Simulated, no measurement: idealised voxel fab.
Process module name: voxel plated lines
For reference, the cross-section in this document is cut, with width 245 nm and square cells of 5 nm.
If you're reading a cross-section in this doc, picture square cells in a grid; it comes to you as bands, top ones listed first down to the bottom, and a band can be one or more rows of cells.
First you get the band's top height and its bottom height, in nm, and then the materials it's made of, left to right, with each width in nm. If you see a single material with "all across", that one covers the band edge to edge. "air" is empty space.
Height datum 0, below which the as-received substrate wafer is one material. Lowest band open at the bottom, running downward: "0 down".
So if you see something like "30 to 40" for the width, read it as the top row of the band sitting at the first number and the bottom row at the second, with every row in between moving by the same amount as the last.
Take "no modification" at face value: in the step it is given for, the cross-section changed in none of its cells.
Voids not open to the top, 8 cells minimum: see "Enclosed void listing". Written width x height at distance; distance is from the left edge; nm.
If you see something after the settings on a step's line, that's the simulator's own remark about that step.
What "overlay nm" on a step's line means: if the step has a mask, that mask lay this far to the right of its planned place, or, when the value is negative, to the left.
-- List of planned process steps
1) op RECEIVE | material Si
2) op CONFORMAL_DEP | material SiN | thk nm 15
3) op DIRECTIONAL_DEP | material TiN | thk nm 5
4) op PATTERN | tone open | mask id LINES | material resist | width nm 20 | pitch nm 45 | thk nm 15 | overlay nm 0
5) op EPI | material Ru | thk nm 10
6) op STRIP | etch materials resist
7) op DIRECTIONAL_ETCH | etch materials TiN | depth nm 5
8) op CONFORMAL_DEP | material SiO2 | thk nm 5
-- As-received state of the wafer in cross-section, equivalent to post-step 1
* 0 down: Si all across
* Enclosed void listing: none
-- Here's the cross-section of the first of our two wafers at the end of the module - it ran as planned
* 35 to 30: 40 air  30 SiO2  15 air  30 SiO2  15 air  30 SiO2  15 air  30 SiO2  40 air
* 30 to 20: 40 air  5 SiO2  20 Ru  5 SiO2  15 air  5 SiO2  20 Ru  5 SiO2  15 air  5 SiO2  20 Ru  5 SiO2  15 air  5 SiO2  20 Ru  5 SiO2  40 air
* 20 to 15: 45 SiO2  20 TiN  25 SiO2  20 TiN  25 SiO2  20 TiN  25 SiO2  20 TiN  45 SiO2
* 15 to 0: SiN all across
* 0 down: Si all across
* Enclosed void listing: none
-- Wafer two (of two), end-of-module cross-section: start = wafer one, plan = wafer one, one run mistake
* 35 to 30: 35 air  30 SiO2  15 air  30 SiO2  15 air  30 SiO2  15 air  30 SiO2  45 air
* 30 to 20: 35 air  5 SiO2  20 Ru  5 SiO2  15 air  5 SiO2  20 Ru  5 SiO2  15 air  5 SiO2  20 Ru  5 SiO2  15 air  5 SiO2  20 Ru  5 SiO2  45 air
* 20 to 15: 40 SiO2  20 TiN  25 SiO2  20 TiN  25 SiO2  20 TiN  25 SiO2  20 TiN  50 SiO2
* 15 to 0: SiN all across
* 0 down: Si all across
* Enclosed void listing: none
Deviation noted in wafer processing: step 4, actual vs plan mismatch, actual run op PATTERN | tone open | mask id LINES | material resist | width nm 20 | pitch nm 45 | thk nm 15 | overlay nm -5
When the process is done, the second wafer contains the same cell count of every material as the first wafer, but distributed over other locations.
